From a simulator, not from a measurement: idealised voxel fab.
This section sets out a process module, namely voxel tone inversion.
Shown is cross-section cut, with a width of 285 nm and square cells of size 5 nm.
Format of a cross-section: grid, square cells. Given as bands. Order: top down. Band: one or more rows of cells. For a band, the entry starts with two heights in nm, that of the top and then that of the bottom, and carries on with the band's materials in order from left to right, each alongside its width in nm; the word "all across" beside a single material means it fills the band edge to edge, and "air" means empty space. Heights are measured from 0, the level below which the as-received wafer is all one material; the lowest band has no bottom and continues downward, written as in "0 -> down". The notation "30..40" denotes a width that varies across the rows of cells in the band, beginning at the first number in the top row, finishing at the second number in the bottom row, and changing by an identical amount from each row to the next. Where the words "everything unchanged" appear for a step, the cross-section shows no cell changed by that step; every cell remained as before. This entry, "Sealed internal cavities", enumerates those empty regions of no fewer than 8 cells that possess no open connection to the top. Each region is reported in the form width x height at distance, the distance being taken from the left edge, with all three quantities expressed in nm. Where a step's line continues beyond its settings, the continuation is a remark by the simulator itself on that step. On any step carrying a mask, the "overlay nm" setting, if present on the step's line, tells how far right of its planned place the mask lay; negative values point to the left.
Process steps foreseen in the plan
- 1: op RECEIVE | material Si
- 2: op CONFORMAL_DEP | material SiN | thk nm 5
- 3: op DIRECTIONAL_DEP | material aC | thk nm 20
- 4: op PATTERN | tone cover | mask id POSTS | material resist | width nm 15 | pitch nm 45 | thk nm 30 | overlay nm 0
- 5: op DIRECTIONAL_ETCH | etch materials aC | depth nm 20
- 6: op STRIP | etch materials resist
- 7: op FILL_DEP | material lowk | thk nm 10
- 8: op CMP | height nm 25
- 9: op STRIP | etch materials aC
This is the cross-section of the wafer as we received it, i.e. after step 1
- 0 -> down  Si all across
- Sealed internal cavities: none
Cross-section: first of two wafers, module finished, run according to plan
- 25 -> 5  110 nm lowk; 15 nm air; 30 nm lowk; 15 nm air; 115 nm lowk
- 5 -> 0  SiN all across
- 0 -> down  Si all across
- Sealed internal cavities: none
Cross-section at end of module for the second wafer of two, which matched the first in starting point and plan and differed by one mistake in its processing
- 25 -> 20  lowk all across
- 20 -> 0  110 nm lowk; 15 nm aC; 30 nm lowk; 15 nm aC; 115 nm lowk
- 0 -> down  Si all across
- Sealed internal cavities: none
Error vs. plan: step 2 of the plan was bypassed and not carried out
Wrapping up, a cell-based count of both wafers puts the second over or under the first for these materials: 57 fewer of SiN | 24 more of aC | 57 more of lowk
